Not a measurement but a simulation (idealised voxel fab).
This is a process module. Its name is voxel wiring stack.
In the cross-section labelled cut, the width is 265 nm and each square cell is 5 nm.
Throughout this document, each cross-section is represented as a grid of square cells and is presented as a sequence of bands enumerated from the top downward, where a band comprises one or more rows of cells. Top height, bottom height, nm. Materials left to right, width each, nm. Single material + "full width" = fills band edge to edge. "air" = empty. Beneath 0, the wafer as received is one material, and that level is where height counting begins. The lowest band goes on downward without a bottom; it is written like "0 nm and below". Top row gets the first number, bottom row gets the second, and each row in between changes by the same step: that is how a band width like "30->40" works. "no change", as given for a step, is the statement that not any cell of the cross-section underwent a change during that step. If an empty space has no open way to the top and is at least 8 cells in size, "Enclosed cavity list" lists it, written width x height at distance, where distance is measured from the left edge and every value is in nm. The remark found on a step's line after its settings is issued by the simulator itself and pertains to that step. overlay nm: step with mask; distance mask lay right of planned place; negative value = left of planned place. How should the pairs below be read? Each gives the cross-section before one process step and the cross-section after it, the latter drawn only to the lowest band that changed; the step that lies between them, with its settings, appears under the pair. Does a pair pick up where the pair above left off? Only where its entry headed "Before processing step" says so, since pairs can come from different runs of this module on the same starting wafer.
## Before processing step
	0 nm and below | Si full width
	Enclosed cavity list: none
## Section After Processing
	10 nm to 0 nm | SiO2 full width
	Under the height 0 nothing was changed.
	Enclosed cavity list: none
The two cross-sections above are separated by a single process step, namely CONFORMAL_DEP,material SiO2,thk nm 10
Before processing step: Please consult the pair immediately above; the cross-section it shows after its step is the state before this step.
## Section After Processing
	15 nm to 10 nm | TiN full width
	Under the height 10 nothing was changed.
	Enclosed cavity list: none
The two cross-sections above are separated by a single process step, namely DIRECTIONAL_DEP,material TiN,thk nm 5
Before processing step: Please consult the pair immediately above; the cross-section it shows after its step is the state before this step.
## Section After Processing
	40 nm to 15 nm | W full width
	Under the height 15 nothing was changed.
	Enclosed cavity list: none
The two cross-sections above are separated by a single process step, namely DIRECTIONAL_DEP,material W,thk nm 25
Before processing step: Please consult the pair immediately above; the cross-section it shows after its step is the state before this step.
## Section After Processing
	55 nm to 40 nm | air (35); resist (30); air (25); resist (30); air (25); resist (30); air (25); resist (30); air (35)
	Under the height 40 nothing was changed.
	Enclosed cavity list: none
The two cross-sections above are separated by a single process step, namely PATTERN,tone cover,mask id METAL_1,material resist,width nm 30,pitch nm 55,thk nm 15,overlay nm 0
Before processing step: Please consult the pair immediately above; the cross-section it shows after its step is the state before this step.
## Section After Processing
	55 nm to 40 nm | air (35); resist (30); air (25); resist (30); air (25); resist (30); air (25); resist (30); air (35)
	40 nm to 15 nm | air (35); W (30); air (25); W (30); air (25); W (30); air (25); W (30); air (35)
	Under the height 15 nothing was changed.
	Enclosed cavity list: none
The two cross-sections above are separated by a single process step, namely DIRECTIONAL_ETCH,etch materials W,depth nm 25
Before processing step: Please consult the pair immediately above; the cross-section it shows after its step is the state before this step.
## Section After Processing
	55 nm to 40 nm | air (35); resist (30); air (25); resist (30); air (25); resist (30); air (25); resist (30); air (35)
	40 nm to 15 nm | air (35); W (30); air (25); W (30); air (25); W (30); air (25); W (30); air (35)
	15 nm to 10 nm | air (35); TiN (30); air (25); TiN (30); air (25); TiN (30); air (25); TiN (30); air (35)
	Under the height 10 nothing was changed.
	Enclosed cavity list: none
The two cross-sections above are separated by a single process step, namely DIRECTIONAL_ETCH,etch materials TiN,depth nm 5
Before processing step: Please consult the pair immediately above; the cross-section it shows after its step is the state before this step.
## Section After Processing
	40 nm to 15 nm | air (35); W (30); air (25); W (30); air (25); W (30); air (25); W (30); air (35)
	Under the height 15 nothing was changed.
	Enclosed cavity list: none
The two cross-sections above are separated by a single process step, namely STRIP,etch materials resist
Before processing step: Please consult the pair immediately above; the cross-section it shows after its step is the state before this step.
## Section After Processing
	50 nm to 40 nm | SiO2 full width
	40 nm to 15 nm | SiO2 (35); W (30); SiO2 (25); W (30); SiO2 (25); W (30); SiO2 (25); W (30); SiO2 (35)
	15 nm to 10 nm | SiO2 (35); TiN (30); SiO2 (25); TiN (30); SiO2 (25); TiN (30); SiO2 (25); TiN (30); SiO2 (35)
	Under the height 10 nothing was changed.
	Enclosed cavity list: none
The two cross-sections above are separated by a single process step, namely FILL_DEP,material SiO2,thk nm 10
Before processing step: Please consult the pair immediately above; the cross-section it shows after its step is the state before this step.
## Section After Processing
	40 nm to 15 nm | SiO2 (35); W (30); SiO2 (25); W (30); SiO2 (25); W (30); SiO2 (25); W (30); SiO2 (35)
	Under the height 15 nothing was changed.
	Enclosed cavity list: none
The two cross-sections above are separated by a single process step, namely CMP,height nm 40
Before processing step: Please consult the pair immediately above; the cross-section it shows after its step is the state before this step.
## Section After Processing
	45 nm to 40 nm | SiCN full width
	Under the height 40 nothing was changed.
	Enclosed cavity list: none
The two cross-sections above are separated by a single process step, namely CONFORMAL_DEP,material SiCN,thk nm 5
Before processing step: Please consult the pair immediately above; the cross-section it shows after its step is the state before this step.
## Section After Processing
	75 nm to 45 nm | SiO2 full width
	Under the height 45 nothing was changed.
	Enclosed cavity list: none
The two cross-sections above are separated by a single process step, namely DIRECTIONAL_DEP,material SiO2,thk nm 30
Before processing step: Please consult the pair immediately above; the cross-section it shows after its step is the state before this step.
## Section After Processing
	95 nm to 75 nm | resist (35); air (15); resist (40); air (15); resist (40); air (15); resist (40); air (15); resist (50)
	Under the height 75 nothing was changed.
	Enclosed cavity list: none
The two cross-sections above are separated by a single process step, namely PATTERN,tone open,mask id METAL_2_HOLES,material resist,width nm 15,pitch nm 55,thk nm 20,overlay nm 0
Before processing step: Please consult the pair immediately above; the cross-section it shows after its step is the state before this step.
## Section After Processing
	95 nm to 75 nm | resist (35); air (15); resist (40); air (15); resist (40); air (15); resist (40); air (15); resist (50)
	75 nm to 45 nm | SiO2 (35); air (15); SiO2 (40); air (15); SiO2 (40); air (15); SiO2 (40); air (15); SiO2 (50)
	Under the height 45 nothing was changed.
	Enclosed cavity list: none
The two cross-sections above are separated by a single process step, namely DIRECTIONAL_ETCH,etch materials SiO2,depth nm 30
Before processing step: Please consult the pair immediately above; the cross-section it shows after its step is the state before this step.
## Section After Processing
	75 nm to 45 nm | SiO2 (35); air (15); SiO2 (40); air (15); SiO2 (40); air (15); SiO2 (40); air (15); SiO2 (50)
	Under the height 45 nothing was changed.
	Enclosed cavity list: none
The two cross-sections above are separated by a single process step, namely STRIP,etch materials resist
Before processing step: Please consult the pair immediately above; the cross-section it shows after its step is the state before this step.
## Section After Processing
	90 nm to 75 nm | aC (35); air (15); aC (40); air (15); aC (40); air (15); aC (40); air (15); aC (50)
	75 nm to 60 nm | SiO2 (35); air (15); SiO2 (40); air (15); SiO2 (40); air (15); SiO2 (40); air (15); SiO2 (50)
	60 nm to 45 nm | SiO2 (35); aC (15); SiO2 (40); aC (15); SiO2 (40); aC (15); SiO2 (40); aC (15); SiO2 (50)
	Under the height 45 nothing was changed.
	Enclosed cavity list: none
The two cross-sections above are separated by a single process step, namely DIRECTIONAL_DEP,material aC,thk nm 15
Before processing step: Please consult the pair immediately above; the cross-section it shows after its step is the state before this step.
## Section After Processing
	125 nm to 90 nm | resist (35); air (30); resist (25); air (30); resist (25); air (30); resist (25); air (30); resist (35)
	Under the height 90 nothing was changed.
	Enclosed cavity list: none
The two cross-sections above are separated by a single process step, namely PATTERN,tone open,mask id METAL_2,material resist,width nm 30,pitch nm 55,thk nm 35,overlay nm 0
Before processing step: Please consult the pair immediately above; the cross-section it shows after its step is the state before this step.
## Section After Processing
	110 nm to 90 nm | resist (35); air (30); resist (25); air (30); resist (25); air (30); resist (25); air (30); resist (35)
	90 nm to 75 nm | aC (35); air (30); aC (25); air (30); aC (25); air (30); aC (25); air (30); aC (35)
	75 nm to 45 nm | SiO2 (35); air (15); SiO2 (40); air (15); SiO2 (40); air (15); SiO2 (40); air (15); SiO2 (50)
	Under the height 45 nothing was changed.
	Enclosed cavity list: none
The two cross-sections above are separated by a single process step, namely DIRECTIONAL_ETCH,etch materials aC,depth nm 15
Before processing step: Please consult the pair immediately above; the cross-section it shows after its step is the state before this step.
## Section After Processing
	90 nm to 75 nm | aC (35); air (30); aC (25); air (30); aC (25); air (30); aC (25); air (30); aC (35)
	Under the height 75 nothing was changed.
	Enclosed cavity list: none
The two cross-sections above are separated by a single process step, namely STRIP,etch materials resist
Before processing step: Please consult the pair immediately above; the cross-section it shows after its step is the state before this step.
## Section After Processing
	90 nm to 75 nm | aC (35); air (30); aC (25); air (30); aC (25); air (30); aC (25); air (30); aC (35)
	75 nm to 55 nm | SiO2 (35); air (30); SiO2 (25); air (30); SiO2 (25); air (30); SiO2 (25); air (30); SiO2 (35)
	Under the height 55 nothing was changed.
	Enclosed cavity list: none
The two cross-sections above are separated by a single process step, namely DIRECTIONAL_ETCH,etch materials SiO2,depth nm 20
Before processing step: Please consult the pair immediately above; the cross-section it shows after its step is the state before this step.
## Section After Processing
	90 nm to 75 nm | aC (35); air (30); aC (25); air (30); aC (25); air (30); aC (25); air (30); aC (35)
	75 nm to 55 nm | SiO2 (35); air (30); SiO2 (25); air (30); SiO2 (25); air (30); SiO2 (25); air (30); SiO2 (35)
	55 nm to 45 nm | SiO2 (35); air (15); SiO2 (40); air (15); SiO2 (40); air (15); SiO2 (40); air (15); SiO2 (50)
	45 nm to 40 nm | SiCN (35); air (15); SiCN (40); air (15); SiCN (40); air (15); SiCN (40); air (15); SiCN (50)
	Under the height 40 nothing was changed.
	Enclosed cavity list: none
The two cross-sections above are separated by a single process step, namely DIRECTIONAL_ETCH,etch materials SiCN,depth nm 5
Before processing step: Please consult the pair immediately above; the cross-section it shows after its step is the state before this step.
## Section After Processing
	75 nm to 55 nm | SiO2 (35); air (30); SiO2 (25); air (30); SiO2 (25); air (30); SiO2 (25); air (30); SiO2 (35)
	Under the height 55 nothing was changed.
	Enclosed cavity list: none
The two cross-sections above are separated by a single process step, namely STRIP,etch materials aC
Before processing step: Please consult the pair immediately above; the cross-section it shows after its step is the state before this step.
## Section After Processing
	80 nm to 75 nm | TiN (40); air (20); TiN (35); air (20); TiN (35); air (20); TiN (35); air (20); TiN (40)
	75 nm to 60 nm | SiO2 (35); TiN (5); air (20); TiN (5); SiO2 (25); TiN (5); air (20); TiN (5); SiO2 (25); TiN (5); air (20); TiN (5); SiO2 (25); TiN (5); air (20); TiN (5); SiO2 (35)
	60 nm to 55 nm | SiO2 (35); TiN (5); air (5); TiN (20); SiO2 (25); TiN (5); air (5); TiN (20); SiO2 (25); TiN (5); air (5); TiN (20); SiO2 (25); TiN (5); air (5); TiN (20); SiO2 (35)
	55 nm to 45 nm | SiO2 (35); TiN (5); air (5); TiN (5); SiO2 (40); TiN (5); air (5); TiN (5); SiO2 (40); TiN (5); air (5); TiN (5); SiO2 (40); TiN (5); air (5); TiN (5); SiO2 (50)
	45 nm to 40 nm | SiCN (35); TiN (15); SiCN (40); TiN (15); SiCN (40); TiN (15); SiCN (40); TiN (15); SiCN (50)
	Under the height 40 nothing was changed.
	Enclosed cavity list: none
The two cross-sections above are separated by a single process step, namely CONFORMAL_DEP,material TiN,thk nm 5
Before processing step: Please consult the pair immediately above; the cross-section it shows after its step is the state before this step.
## Section After Processing
	85 nm to 80 nm | Ru full width
	80 nm to 75 nm | TiN (40); Ru (20); TiN (35); Ru (20); TiN (35); Ru (20); TiN (35); Ru (20); TiN (40)
	75 nm to 60 nm | SiO2 (35); TiN (5); Ru (20); TiN (5); SiO2 (25); TiN (5); Ru (20); TiN (5); SiO2 (25); TiN (5); Ru (20); TiN (5); SiO2 (25); TiN (5); Ru (20); TiN (5); SiO2 (35)
	60 nm to 55 nm | SiO2 (35); TiN (5); Ru (5); TiN (20); SiO2 (25); TiN (5); Ru (5); TiN (20); SiO2 (25); TiN (5); Ru (5); TiN (20); SiO2 (25); TiN (5); Ru (5); TiN (20); SiO2 (35)
	55 nm to 45 nm | SiO2 (35); TiN (5); Ru (5); TiN (5); SiO2 (40); TiN (5); Ru (5); TiN (5); SiO2 (40); TiN (5); Ru (5); TiN (5); SiO2 (40); TiN (5); Ru (5); TiN (5); SiO2 (50)
	Under the height 45 nothing was changed.
	Enclosed cavity list: none
The two cross-sections above are separated by a single process step, namely FILL_DEP,material Ru,thk nm 5
Before processing step: Please consult the pair immediately above; the cross-section it shows after its step is the state before this step.
## Section After Processing
	75 nm to 60 nm | SiO2 (35); TiN (5); Ru (20); TiN (5); SiO2 (25); TiN (5); Ru (20); TiN (5); SiO2 (25); TiN (5); Ru (20); TiN (5); SiO2 (25); TiN (5); Ru (20); TiN (5); SiO2 (35)
	Under the height 60 nothing was changed.
	Enclosed cavity list: none
The two cross-sections above are separated by a single process step, namely CMP,height nm 75
Before processing step: Please consult the pair immediately above; the cross-section it shows after its step is the state before this step.
## Section After Processing
	80 nm to 75 nm | SiCN full width
	Under the height 75 nothing was changed.
	Enclosed cavity list: none
The two cross-sections above are separated by a single process step, namely CONFORMAL_DEP,material SiCN,thk nm 5
Before processing step: Please consult the pair immediately above; the cross-section it shows after its step is the state before this step.
## Section After Processing
	90 nm to 80 nm | lowk full width
	Under the height 80 nothing was changed.
	Enclosed cavity list: none
The two cross-sections above are separated by a single process step, namely DIRECTIONAL_DEP,material lowk,thk nm 10
Before processing step: Please consult the pair immediately above; the cross-section it shows after its step is the state before this step.
## Section After Processing
	90 nm to 80 nm | lowk (35); air (15); lowk (95); air (15); lowk (105)
	Under the height 80 nothing was changed.
	Enclosed cavity list: none
The two cross-sections above are separated by a single process step, namely MASKED_ETCH,tone open,mask id PLUG_2,width nm 15,pitch nm 110,etch materials lowk,depth nm 10,overlay nm 0
Before processing step: Please consult the pair immediately above; the cross-section it shows after its step is the state before this step.
## Section After Processing
	90 nm to 80 nm | lowk (35); air (15); lowk (95); air (15); lowk (105)
	80 nm to 75 nm | SiCN (35); air (15); SiCN (95); air (15); SiCN (105)
	Under the height 75 nothing was changed.
	Enclosed cavity list: none
The two cross-sections above are separated by a single process step, namely MASKED_ETCH,tone open,mask id PLUG_2,width nm 15,pitch nm 110,etch materials SiCN,depth nm 5,overlay nm 0
Before processing step: Please consult the pair immediately above; the cross-section it shows after its step is the state before this step.
## Section After Processing
	95 nm to 90 nm | TiN (40); air (5); TiN (105); air (5); TiN (110)
	90 nm to 80 nm | lowk (35); TiN (5); air (5); TiN (5); lowk (95); TiN (5); air (5); TiN (5); lowk (105)
	80 nm to 75 nm | SiCN (35); TiN (15); SiCN (95); TiN (15); SiCN (105)
	Under the height 75 nothing was changed.
	Enclosed cavity list: none
The two cross-sections above are separated by a single process step, namely CONFORMAL_DEP,material TiN,thk nm 5
Before processing step: Please consult the pair immediately above; the cross-section it shows after its step is the state before this step.
## Section After Processing
	105 nm to 95 nm | Cu full width
	95 nm to 90 nm | TiN (40); Cu (5); TiN (105); Cu (5); TiN (110)
	90 nm to 80 nm | lowk (35); TiN (5); Cu (5); TiN (5); lowk (95); TiN (5); Cu (5); TiN (5); lowk (105)
	Under the height 80 nothing was changed.
	Enclosed cavity list: none
The two cross-sections above are separated by a single process step, namely FILL_DEP,material Cu,thk nm 10
Before processing step: Please consult the pair immediately above; the cross-section it shows after its step is the state before this step.
## Section After Processing
	90 nm to 80 nm | lowk (35); TiN (5); Cu (5); TiN (5); lowk (95); TiN (5); Cu (5); TiN (5); lowk (105)
	Under the height 80 nothing was changed.
	Enclosed cavity list: none
The two cross-sections above are separated by a single process step, namely CMP,height nm 90
Before processing step: Please consult the pair immediately above; the cross-section it shows after its step is the state before this step.
## Section After Processing
	95 nm to 90 nm | TiN full width
	Under the height 90 nothing was changed.
	Enclosed cavity list: none
The two cross-sections above are separated by a single process step, namely DIRECTIONAL_DEP,material TiN,thk nm 5
Before processing step: Please consult the pair immediately above; the cross-section it shows after its step is the state before this step.
## Section After Processing
	120 nm to 95 nm | Ru full width
	Under the height 95 nothing was changed.
	Enclosed cavity list: none
The two cross-sections above are separated by a single process step, namely DIRECTIONAL_DEP,material Ru,thk nm 25
Before processing step: Please consult the pair immediately above; the cross-section it shows after its step is the state before this step.
## Section After Processing
	120 nm to 95 nm | air (35); Ru (30); air (25); Ru (30); air (25); Ru (30); air (25); Ru (30); air (35)
	Under the height 95 nothing was changed.
	Enclosed cavity list: none
The two cross-sections above are separated by a single process step, namely MASKED_ETCH,tone cover,mask id METAL_3,width nm 30,pitch nm 55,etch materials Ru,depth nm 25,overlay nm 0
Before processing step: Please consult the pair immediately above; the cross-section it shows after its step is the state before this step.
## Section After Processing
	120 nm to 95 nm | air (35); Ru (30); air (25); Ru (30); air (25); Ru (30); air (25); Ru (30); air (35)
	95 nm to 90 nm | air (35); TiN (30); air (25); TiN (30); air (25); TiN (30); air (25); TiN (30); air (35)
	Under the height 90 nothing was changed.
	Enclosed cavity list: none
The two cross-sections above are separated by a single process step, namely MASKED_ETCH,tone cover,mask id METAL_3,width nm 30,pitch nm 55,etch materials TiN,depth nm 5,overlay nm 0
Before processing step: Please consult the pair immediately above; the cross-section it shows after its step is the state before this step.
## Section After Processing
	125 nm to 120 nm | air (30); SiN (40); air (15); SiN (40); air (15); SiN (40); air (15); SiN (40); air (30)
	120 nm to 95 nm | air (30); SiN (5); Ru (30); SiN (5); air (15); SiN (5); Ru (30); SiN (5); air (15); SiN (5); Ru (30); SiN (5); air (15); SiN (5); Ru (30); SiN (5); air (30)
	95 nm to 90 nm | SiN (35); TiN (30); SiN (25); TiN (30); SiN (25); TiN (30); SiN (25); TiN (30); SiN (35)
	Under the height 90 nothing was changed.
	Enclosed cavity list: none
The two cross-sections above are separated by a single process step, namely CONFORMAL_DEP,material SiN,thk nm 5
Before processing step: Please consult the pair immediately above; the cross-section it shows after its step is the state before this step.
## Section After Processing
	130 nm to 125 nm | lowk full width
	125 nm to 120 nm | lowk (30); SiN (40); lowk (15); SiN (40); lowk (15); SiN (40); lowk (15); SiN (40); lowk (30)
	120 nm to 95 nm | lowk (30); SiN (5); Ru (30); SiN (5); lowk (15); SiN (5); Ru (30); SiN (5); lowk (15); SiN (5); Ru (30); SiN (5); lowk (15); SiN (5); Ru (30); SiN (5); lowk (30)
	Under the height 95 nothing was changed.
	Enclosed cavity list: none
The two cross-sections above are separated by a single process step, namely FILL_DEP,material lowk,thk nm 5
Before processing step: Please consult the pair immediately above; the cross-section it shows after its step is the state before this step.
## Section After Processing
	120 nm to 95 nm | lowk (30); SiN (5); Ru (30); SiN (5); lowk (15); SiN (5); Ru (30); SiN (5); lowk (15); SiN (5); Ru (30); SiN (5); lowk (15); SiN (5); Ru (30); SiN (5); lowk (30)
	Under the height 95 nothing was changed.
	Enclosed cavity list: none
The two cross-sections above are separated by a single process step, namely CMP,height nm 120
Before processing step: Please consult the pair immediately above; the cross-section it shows after its step is the state before this step.
## Section After Processing
	125 nm to 120 nm | SiN full width
	Under the height 120 nothing was changed.
	Enclosed cavity list: none
The two cross-sections above are separated by a single process step, namely CONFORMAL_DEP,material SiN,thk nm 5
## Before processing step
	0 nm and below | Si full width
	Enclosed cavity list: none
## Section After Processing
	5 nm to 0 nm | TiN full width
	Under the height 0 nothing was changed.
	Enclosed cavity list: none
The two cross-sections above are separated by a single process step, namely DIRECTIONAL_DEP,material TiN,thk nm 5
Before processing step: Please consult the pair immediately above; the cross-section it shows after its step is the state before this step.
## Section After Processing
	30 nm to 5 nm | W full width
	Under the height 5 nothing was changed.
	Enclosed cavity list: none
The two cross-sections above are separated by a single process step, namely DIRECTIONAL_DEP,material W,thk nm 25
Before processing step: Please consult the pair immediately above; the cross-section it shows after its step is the state before this step.
## Section After Processing
	45 nm to 30 nm | air (35); resist (30); air (25); resist (30); air (25); resist (30); air (25); resist (30); air (35)
	Under the height 30 nothing was changed.
	Enclosed cavity list: none
The two cross-sections above are separated by a single process step, namely PATTERN,tone cover,mask id METAL_1,material resist,width nm 30,pitch nm 55,thk nm 15,overlay nm 0
Before processing step: Please consult the pair immediately above; the cross-section it shows after its step is the state before this step.
## Section After Processing
	45 nm to 30 nm | air (35); resist (30); air (25); resist (30); air (25); resist (30); air (25); resist (30); air (35)
	30 nm to 5 nm | air (35); W (30); air (25); W (30); air (25); W (30); air (25); W (30); air (35)
	Under the height 5 nothing was changed.
	Enclosed cavity list: none
The two cross-sections above are separated by a single process step, namely DIRECTIONAL_ETCH,etch materials W,depth nm 25
Before processing step: Please consult the pair immediately above; the cross-section it shows after its step is the state before this step.
## Section After Processing
	45 nm to 30 nm | air (35); resist (30); air (25); resist (30); air (25); resist (30); air (25); resist (30); air (35)
	30 nm to 5 nm | air (35); W (30); air (25); W (30); air (25); W (30); air (25); W (30); air (35)
	5 nm to 0 nm | air (35); TiN (30); air (25); TiN (30); air (25); TiN (30); air (25); TiN (30); air (35)
	Under the height 0 nothing was changed.
	Enclosed cavity list: none
The two cross-sections above are separated by a single process step, namely DIRECTIONAL_ETCH,etch materials TiN,depth nm 5
Before processing step: Please consult the pair immediately above; the cross-section it shows after its step is the state before this step.
## Section After Processing
	30 nm to 5 nm | air (35); W (30); air (25); W (30); air (25); W (30); air (25); W (30); air (35)
	Under the height 5 nothing was changed.
	Enclosed cavity list: none
The two cross-sections above are separated by a single process step, namely STRIP,etch materials resist
Before processing step: Please consult the pair immediately above; the cross-section it shows after its step is the state before this step.
## Section After Processing
	40 nm to 30 nm | SiO2 full width
	30 nm to 5 nm | SiO2 (35); W (30); SiO2 (25); W (30); SiO2 (25); W (30); SiO2 (25); W (30); SiO2 (35)
	5 nm to 0 nm | SiO2 (35); TiN (30); SiO2 (25); TiN (30); SiO2 (25); TiN (30); SiO2 (25); TiN (30); SiO2 (35)
	Under the height 0 nothing was changed.
	Enclosed cavity list: none
The two cross-sections above are separated by a single process step, namely FILL_DEP,material SiO2,thk nm 10
Before processing step: Please consult the pair immediately above; the cross-section it shows after its step is the state before this step.
## Section After Processing
	45 nm to 40 nm | SiCN full width
	Under the height 40 nothing was changed.
	Enclosed cavity list: none
The two cross-sections above are separated by a single process step, namely CONFORMAL_DEP,material SiCN,thk nm 5
Before processing step: Please consult the pair immediately above; the cross-section it shows after its step is the state before this step.
## Section After Processing
	75 nm to 45 nm | SiO2 full width
	Under the height 45 nothing was changed.
	Enclosed cavity list: none
The two cross-sections above are separated by a single process step, namely DIRECTIONAL_DEP,material SiO2,thk nm 30
Before processing step: Please consult the pair immediately above; the cross-section it shows after its step is the state before this step.
## Section After Processing
	95 nm to 75 nm | resist (35); air (15); resist (40); air (15); resist (40); air (15); resist (40); air (15); resist (50)
	Under the height 75 nothing was changed.
	Enclosed cavity list: none
The two cross-sections above are separated by a single process step, namely PATTERN,tone open,mask id METAL_2_HOLES,material resist,width nm 15,pitch nm 55,thk nm 20,overlay nm 0
Before processing step: Please consult the pair immediately above; the cross-section it shows after its step is the state before this step.
## Section After Processing
	95 nm to 75 nm | resist (35); air (15); resist (40); air (15); resist (40); air (15); resist (40); air (15); resist (50)
	75 nm to 45 nm | SiO2 (35); air (15); SiO2 (40); air (15); SiO2 (40); air (15); SiO2 (40); air (15); SiO2 (50)
	Under the height 45 nothing was changed.
	Enclosed cavity list: none
The two cross-sections above are separated by a single process step, namely DIRECTIONAL_ETCH,etch materials SiO2,depth nm 30
Before processing step: Please consult the pair immediately above; the cross-section it shows after its step is the state before this step.
## Section After Processing
	75 nm to 45 nm | SiO2 (35); air (15); SiO2 (40); air (15); SiO2 (40); air (15); SiO2 (40); air (15); SiO2 (50)
	Under the height 45 nothing was changed.
	Enclosed cavity list: none
The two cross-sections above are separated by a single process step, namely STRIP,etch materials resist
Before processing step: Please consult the pair immediately above; the cross-section it shows after its step is the state before this step.
## Section After Processing
	90 nm to 75 nm | aC (35); air (15); aC (40); air (15); aC (40); air (15); aC (40); air (15); aC (50)
	75 nm to 60 nm | SiO2 (35); air (15); SiO2 (40); air (15); SiO2 (40); air (15); SiO2 (40); air (15); SiO2 (50)
	60 nm to 45 nm | SiO2 (35); aC (15); SiO2 (40); aC (15); SiO2 (40); aC (15); SiO2 (40); aC (15); SiO2 (50)
	Under the height 45 nothing was changed.
	Enclosed cavity list: none
The two cross-sections above are separated by a single process step, namely DIRECTIONAL_DEP,material aC,thk nm 15
Before processing step: Please consult the pair immediately above; the cross-section it shows after its step is the state before this step.
## Section After Processing
	125 nm to 90 nm | resist (35); air (30); resist (25); air (30); resist (25); air (30); resist (25); air (30); resist (35)
	Under the height 90 nothing was changed.
	Enclosed cavity list: none
The two cross-sections above are separated by a single process step, namely PATTERN,tone open,mask id METAL_2,material resist,width nm 30,pitch nm 55,thk nm 35,overlay nm 0
Before processing step: Please consult the pair immediately above; the cross-section it shows after its step is the state before this step.
## Section After Processing
	110 nm to 90 nm | resist (35); air (30); resist (25); air (30); resist (25); air (30); resist (25); air (30); resist (35)
	90 nm to 75 nm | aC (35); air (30); aC (25); air (30); aC (25); air (30); aC (25); air (30); aC (35)
	75 nm to 45 nm | SiO2 (35); air (15); SiO2 (40); air (15); SiO2 (40); air (15); SiO2 (40); air (15); SiO2 (50)
	Under the height 45 nothing was changed.
	Enclosed cavity list: none
The two cross-sections above are separated by a single process step, namely DIRECTIONAL_ETCH,etch materials aC,depth nm 15
Before processing step: Please consult the pair immediately above; the cross-section it shows after its step is the state before this step.
## Section After Processing
	90 nm to 75 nm | aC (35); air (30); aC (25); air (30); aC (25); air (30); aC (25); air (30); aC (35)
	Under the height 75 nothing was changed.
	Enclosed cavity list: none
The two cross-sections above are separated by a single process step, namely STRIP,etch materials resist
Before processing step: Please consult the pair immediately above; the cross-section it shows after its step is the state before this step.
## Section After Processing
	90 nm to 75 nm | aC (35); air (30); aC (25); air (30); aC (25); air (30); aC (25); air (30); aC (35)
	75 nm to 55 nm | SiO2 (35); air (30); SiO2 (25); air (30); SiO2 (25); air (30); SiO2 (25); air (30); SiO2 (35)
	Under the height 55 nothing was changed.
	Enclosed cavity list: none
The two cross-sections above are separated by a single process step, namely DIRECTIONAL_ETCH,etch materials SiO2,depth nm 20
Before processing step: Please consult the pair immediately above; the cross-section it shows after its step is the state before this step.
## Section After Processing
	90 nm to 75 nm | aC (35); air (30); aC (25); air (30); aC (25); air (30); aC (25); air (30); aC (35)
	75 nm to 55 nm | SiO2 (35); air (30); SiO2 (25); air (30); SiO2 (25); air (30); SiO2 (25); air (30); SiO2 (35)
	55 nm to 45 nm | SiO2 (35); air (15); SiO2 (40); air (15); SiO2 (40); air (15); SiO2 (40); air (15); SiO2 (50)
	45 nm to 40 nm | SiCN (35); air (15); SiCN (40); air (15); SiCN (40); air (15); SiCN (40); air (15); SiCN (50)
	Under the height 40 nothing was changed.
	Enclosed cavity list: none
The two cross-sections above are separated by a single process step, namely DIRECTIONAL_ETCH,etch materials SiCN,depth nm 5
Before processing step: Please consult the pair immediately above; the cross-section it shows after its step is the state before this step.
## Section After Processing
	75 nm to 55 nm | SiO2 (35); air (30); SiO2 (25); air (30); SiO2 (25); air (30); SiO2 (25); air (30); SiO2 (35)
	Under the height 55 nothing was changed.
	Enclosed cavity list: none
The two cross-sections above are separated by a single process step, namely STRIP,etch materials aC
Before processing step: Please consult the pair immediately above; the cross-section it shows after its step is the state before this step.
## Section After Processing
	80 nm to 75 nm | TiN (40); air (20); TiN (35); air (20); TiN (35); air (20); TiN (35); air (20); TiN (40)
	75 nm to 60 nm | SiO2 (35); TiN (5); air (20); TiN (5); SiO2 (25); TiN (5); air (20); TiN (5); SiO2 (25); TiN (5); air (20); TiN (5); SiO2 (25); TiN (5); air (20); TiN (5); SiO2 (35)
	60 nm to 55 nm | SiO2 (35); TiN (5); air (5); TiN (20); SiO2 (25); TiN (5); air (5); TiN (20); SiO2 (25); TiN (5); air (5); TiN (20); SiO2 (25); TiN (5); air (5); TiN (20); SiO2 (35)
	55 nm to 45 nm | SiO2 (35); TiN (5); air (5); TiN (5); SiO2 (40); TiN (5); air (5); TiN (5); SiO2 (40); TiN (5); air (5); TiN (5); SiO2 (40); TiN (5); air (5); TiN (5); SiO2 (50)
	45 nm to 40 nm | SiCN (35); TiN (15); SiCN (40); TiN (15); SiCN (40); TiN (15); SiCN (40); TiN (15); SiCN (50)
	Under the height 40 nothing was changed.
	Enclosed cavity list: none
The two cross-sections above are separated by a single process step, namely CONFORMAL_DEP,material TiN,thk nm 5
Before processing step: Please consult the pair immediately above; the cross-section it shows after its step is the state before this step.
## Section After Processing
	85 nm to 80 nm | Ru full width
	80 nm to 75 nm | TiN (40); Ru (20); TiN (35); Ru (20); TiN (35); Ru (20); TiN (35); Ru (20); TiN (40)
	75 nm to 60 nm | SiO2 (35); TiN (5); Ru (20); TiN (5); SiO2 (25); TiN (5); Ru (20); TiN (5); SiO2 (25); TiN (5); Ru (20); TiN (5); SiO2 (25); TiN (5); Ru (20); TiN (5); SiO2 (35)
	60 nm to 55 nm | SiO2 (35); TiN (5); Ru (5); TiN (20); SiO2 (25); TiN (5); Ru (5); TiN (20); SiO2 (25); TiN (5); Ru (5); TiN (20); SiO2 (25); TiN (5); Ru (5); TiN (20); SiO2 (35)
	55 nm to 45 nm | SiO2 (35); TiN (5); Ru (5); TiN (5); SiO2 (40); TiN (5); Ru (5); TiN (5); SiO2 (40); TiN (5); Ru (5); TiN (5); SiO2 (40); TiN (5); Ru (5); TiN (5); SiO2 (50)
	Under the height 45 nothing was changed.
	Enclosed cavity list: none
The two cross-sections above are separated by a single process step, namely FILL_DEP,material Ru,thk nm 5
Before processing step: Please consult the pair immediately above; the cross-section it shows after its step is the state before this step.
## Section After Processing
	75 nm to 60 nm | SiO2 (35); TiN (5); Ru (20); TiN (5); SiO2 (25); TiN (5); Ru (20); TiN (5); SiO2 (25); TiN (5); Ru (20); TiN (5); SiO2 (25); TiN (5); Ru (20); TiN (5); SiO2 (35)
	Under the height 60 nothing was changed.
	Enclosed cavity list: none
The two cross-sections above are separated by a single process step, namely CMP,height nm 75
Before processing step: Please consult the pair immediately above; the cross-section it shows after its step is the state before this step.
## Section After Processing
	80 nm to 75 nm | SiCN full width
	Under the height 75 nothing was changed.
	Enclosed cavity list: none
The two cross-sections above are separated by a single process step, namely CONFORMAL_DEP,material SiCN,thk nm 5
Before processing step: Please consult the pair immediately above; the cross-section it shows after its step is the state before this step.
## Section After Processing
	90 nm to 80 nm | lowk full width
	Under the height 80 nothing was changed.
	Enclosed cavity list: none
The two cross-sections above are separated by a single process step, namely DIRECTIONAL_DEP,material lowk,thk nm 10
